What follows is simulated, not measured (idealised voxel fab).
process module | voxel gate over fins
cross-section cut | 280 nm wide | cells 5 nm
A cross-section is a grid of square cells, given in bands from the top down. A band is one or more rows of cells.
Each band's line starts with the height of the band's top and of its bottom, in nm. Then come its materials from left to right, each with its width in nm. One material with "throughout" fills the band from edge to edge. "air" is empty space.
Height 0 is the level under which the wafer as received is all one material. The lowest band goes on downwards, as in "0 down".
A width such as "30 to 40" changes by the same amount from each row of cells to the next, from the band's top row to its bottom row.
"no change" after a step means that no cell of the cross-section changed.
closed voids: empty space of 8 cells or more with no open way to the top, each as width x height at its distance from the left edge, in nm
after a step's settings: what the simulator itself notes on the step
overlay nm, on a step with a mask: how far to the right of its planned place the mask lay; to the left if negative
plan
1 op RECEIVE | material Si
2 op CONFORMAL_DEP | material SiN | thk nm 5
3 op PATTERN | tone cover | mask id FINS | material resist | width nm 15 | pitch nm 45 | thk nm 20 | overlay nm 0
4 op DIRECTIONAL_ETCH | etch materials SiN | depth nm 5
5 op DIRECTIONAL_ETCH | etch materials Si | depth nm 30
6 op STRIP | etch materials resist
7 op FILL_DEP | material SiO2 | thk nm 5
8 op CMP | height nm 5
9 op SELECTIVE_ETCH | etch materials SiO2 | depth nm 15
10 op STRIP | etch materials SiN
11 op CONFORMAL_DEP | material HfO2 | thk nm 5
12 op CONFORMAL_DEP | material TiN | thk nm 5
13 op FILL_DEP | material W | thk nm 10
14 op CMP | height nm 15
15 op CONFORMAL_DEP | material SiCN | thk nm 5
first wafer, as planned
as received, after step 1
  0 down: Si throughout
  closed voids: none
after step 2
  5 to 0: SiN throughout
  below 0: unchanged
after step 3
  25 to 5: air 110 | resist 15 | air 30 | resist 15 | air 110
  below 5: unchanged
after step 4
  25 to 5: air 110 | resist 15 | air 30 | resist 15 | air 110
  5 to 0: air 110 | SiN 15 | air 30 | SiN 15 | air 110
  below 0: unchanged
after step 5
  25 to 5: air 110 | resist 15 | air 30 | resist 15 | air 110
  5 to 0: air 110 | SiN 15 | air 30 | SiN 15 | air 110
  0 to -30: air 110 | Si 15 | air 30 | Si 15 | air 110
  below -30: unchanged
after step 6
  5 to 0: air 110 | SiN 15 | air 30 | SiN 15 | air 110
  below 0: unchanged
after step 7
  10 to 5: SiO2 throughout
  5 to 0: SiO2 110 | SiN 15 | SiO2 30 | SiN 15 | SiO2 110
  0 to -30: SiO2 110 | Si 15 | SiO2 30 | Si 15 | SiO2 110
  below -30: unchanged
after step 8
  5 to 0: SiO2 110 | SiN 15 | SiO2 30 | SiN 15 | SiO2 110
  below 0: unchanged
after step 9
  5 to 0: air 110 | SiN 15 | air 30 | SiN 15 | air 110
  0 to -10: air 110 | Si 15 | air 30 | Si 15 | air 110
  below -10: unchanged
after step 10
  0 to -10: air 110 | Si 15 | air 30 | Si 15 | air 110
  below -10: unchanged
after step 11
  5 to 0: air 105 | HfO2 25 | air 20 | HfO2 25 | air 105
  0 to -5: air 105 | HfO2 5 | Si 15 | HfO2 5 | air 20 | HfO2 5 | Si 15 | HfO2 5 | air 105
  -5 to -10: HfO2 110 | Si 15 | HfO2 30 | Si 15 | HfO2 110
  below -10: unchanged
after step 12
  10 to 5: air 100 | TiN 35 | air 10 | TiN 35 | air 100
  5 to 0: air 100 | TiN 5 | HfO2 25 | TiN 5 | air 10 | TiN 5 | HfO2 25 | TiN 5 | air 100
  0 to -5: TiN 105 | HfO2 5 | Si 15 | HfO2 5 | TiN 20 | HfO2 5 | Si 15 | HfO2 5 | TiN 105
  below -5: unchanged
after step 13
  20 to 10: W throughout
  10 to 5: W 100 | TiN 35 | W 10 | TiN 35 | W 100
  5 to 0: W 100 | TiN 5 | HfO2 25 | TiN 5 | W 10 | TiN 5 | HfO2 25 | TiN 5 | W 100
  below 0: unchanged
after step 14
  15 to 10: W throughout
  below 10: unchanged
after step 15
  20 to 15: SiCN throughout
  below 15: unchanged
second wafer: like start, like plan, one mistake. Through step 2 it matches the first wafer
when step 3 should have ended
  25 to 5: air 115 | resist 15 | air 30 | resist 15 | air 105
  below 5: unchanged
when step 4 should have ended
  25 to 5: air 115 | resist 15 | air 30 | resist 15 | air 105
  5 to 0: air 115 | SiN 15 | air 30 | SiN 15 | air 105
  below 0: unchanged
when step 5 should have ended
  25 to 5: air 115 | resist 15 | air 30 | resist 15 | air 105
  5 to 0: air 115 | SiN 15 | air 30 | SiN 15 | air 105
  0 to -30: air 115 | Si 15 | air 30 | Si 15 | air 105
  below -30: unchanged
when step 6 should have ended
  5 to 0: air 115 | SiN 15 | air 30 | SiN 15 | air 105
  below 0: unchanged
when step 7 should have ended
  10 to 5: SiO2 throughout
  5 to 0: SiO2 115 | SiN 15 | SiO2 30 | SiN 15 | SiO2 105
  0 to -30: SiO2 115 | Si 15 | SiO2 30 | Si 15 | SiO2 105
  below -30: unchanged
when step 8 should have ended
  5 to 0: SiO2 115 | SiN 15 | SiO2 30 | SiN 15 | SiO2 105
  below 0: unchanged
when step 9 should have ended
  5 to 0: air 115 | SiN 15 | air 30 | SiN 15 | air 105
  0 to -10: air 115 | Si 15 | air 30 | Si 15 | air 105
  below -10: unchanged
when step 10 should have ended
  0 to -10: air 115 | Si 15 | air 30 | Si 15 | air 105
  below -10: unchanged
when step 11 should have ended
  5 to 0: air 110 | HfO2 25 | air 20 | HfO2 25 | air 100
  0 to -5: air 110 | HfO2 5 | Si 15 | HfO2 5 | air 20 | HfO2 5 | Si 15 | HfO2 5 | air 100
  -5 to -10: HfO2 115 | Si 15 | HfO2 30 | Si 15 | HfO2 105
  below -10: unchanged
when step 12 should have ended
  10 to 5: air 105 | TiN 35 | air 10 | TiN 35 | air 95
  5 to 0: air 105 | TiN 5 | HfO2 25 | TiN 5 | air 10 | TiN 5 | HfO2 25 | TiN 5 | air 95
  0 to -5: TiN 110 | HfO2 5 | Si 15 | HfO2 5 | TiN 20 | HfO2 5 | Si 15 | HfO2 5 | TiN 100
  below -5: unchanged
when step 13 should have ended
  20 to 10: W throughout
  10 to 5: W 105 | TiN 35 | W 10 | TiN 35 | W 95
  5 to 0: W 105 | TiN 5 | HfO2 25 | TiN 5 | W 10 | TiN 5 | HfO2 25 | TiN 5 | W 95
  below 0: unchanged
when step 14 should have ended
  15 to 10: W throughout
  below 10: unchanged
when step 15 should have ended
  20 to 15: SiCN throughout
  below 15: unchanged
what went wrong: step 3 ran as: op PATTERN | tone cover | mask id FINS | material resist | width nm 15 | pitch nm 45 | thk nm 20 | overlay nm 5
at the end the second wafer has, in cells: as many of each material as the first, in other places
